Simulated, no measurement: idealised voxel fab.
voxel capacitor over wiring: a process module
Displayed cross-section: cut, width of 200 nm, square cells sized 5 nm.
When this document writes out a cross-section, it uses a grid of square cells and lists it as bands, beginning at the top and moving down, with a band standing for one or more rows of cells.
First you get the band's top height and its bottom height, in nm, and then the materials it's made of, left to right, with each width in nm. If you see a single material with "everywhere", that one covers the band edge to edge. "blank" is empty space.
The level at which height equals 0 is the one under which the wafer, as it arrives, is entirely one material. No lower edge exists for the bottom band, which continues downward and is notated as in "0 and below".
Think of "30 to 40" as a width that walks from the first number to the second as you go down the band, top row to bottom row, taking equal-sized steps from row to row.
No cell of the cross-section changed in a step that is given as "changes: none".
"Fully enclosed voids" contains a list of empty spaces, each no smaller than 8 cells and without an open way to the top, written in the form width x height at distance with the distance from the left edge and all three in nm.
On each step's line, the part that comes after the settings is the simulator's own comment on the step.
overlay nm: step with mask; distance mask lay right of planned place; negative value = left of planned place.

## The steps planned for the process are as follows
1 RECEIVE: material Si
2 CONFORMAL_DEP: material SiO2, thk nm 15
3 DIRECTIONAL_DEP: material TiN, thk nm 5
4 DIRECTIONAL_DEP: material Ru, thk nm 15
5 MASKED_ETCH: tone cover, mask id METAL_1, width nm 25, pitch nm 85, etch materials Ru, depth nm 15, overlay nm 0
6 MASKED_ETCH: tone cover, mask id METAL_1, width nm 25, pitch nm 85, etch materials TiN, depth nm 5, overlay nm 0
7 FILL_DEP: material lowk, thk nm 10
8 CMP: height nm 35
9 CONFORMAL_DEP: material SiCN, thk nm 5
10 DIRECTIONAL_DEP: material lowk, thk nm 20
11 MASKED_ETCH: tone open, mask id PLUG_1, width nm 15, etch materials lowk, depth nm 20, overlay nm 0
12 MASKED_ETCH: tone open, mask id PLUG_1, width nm 15, etch materials SiCN, depth nm 5, overlay nm 0
13 EPI: material Ru, thk nm 10
14 EPI: material Ru, thk nm 10
15 EPI: material Ru, thk nm 5
16 DIRECTIONAL_DEP: material TiN, thk nm 10
17 DIRECTIONAL_DEP: material Al2O3, thk nm 5
18 DIRECTIONAL_DEP: material TiN, thk nm 5
19 PATTERN: tone cover, mask id UPPER_PLATE, material resist, width nm 65, thk nm 15, overlay nm 0
20 DIRECTIONAL_ETCH: etch materials TiN, depth nm 5
21 DIRECTIONAL_ETCH: etch materials Al2O3, depth nm 5
22 STRIP: etch materials resist
23 PATTERN: tone cover, mask id LOWER_PLATE, material resist, width nm 75, thk nm 20, overlay nm 0
24 DIRECTIONAL_ETCH: etch materials TiN, depth nm 10
25 STRIP: etch materials resist
26 FILL_DEP: material SiO2, thk nm 15
27 CMP: height nm 90
28 DIRECTIONAL_DEP: material aC, thk nm 15
29 PATTERN: tone open, mask id PLUG_2, material resist, width nm 15, thk nm 30, overlay nm 0
30 DIRECTIONAL_ETCH: etch materials aC, depth nm 15
31 STRIP: etch materials resist
32 DIRECTIONAL_ETCH: etch materials SiO2, depth nm 10
33 STRIP: etch materials aC
34 CONFORMAL_DEP: material TiN, thk nm 5
35 FILL_DEP: material W, thk nm 10
36 CMP: height nm 90
37 CONFORMAL_DEP: material SiCN, thk nm 5

## as received, after step 1
    0 and below  Si everywhere
    Fully enclosed voids: none

## The plan above was carried out on the starting structure above with one mistake, and this cross-section shows the wafer at the end of the module
    95 down to 90  SiCN everywhere
    90 down to 85  SiO2 65; TiN 5; W 5; TiN 5; SiO2 120
    85 down to 75  SiO2 65 to 55; TiN 15 to 65; SiO2 120 to 80
    75 down to 70  SiO2 55; Al2O3 65; SiO2 80
    70 down to 60  SiO2 50; TiN 75; SiO2 75
    60 down to 40  lowk 55; Ru 20; lowk 125
    40 down to 35  SiCN 55; Ru 15; SiCN 130
    35 down to 20  lowk 45; Ru 25; lowk 60; Ru 25; lowk 45
    20 down to 15  lowk 45; TiN 25; lowk 60; TiN 25; lowk 45
    15 down to 0  SiO2 everywhere
    0 and below  Si everywhere
    Fully enclosed voids: none
Here's what went sideways: step 11 changed vs plan, executed as MASKED_ETCH: tone open, mask id PLUG_1, width nm 20, etch materials lowk, depth nm 20, overlay nm 0
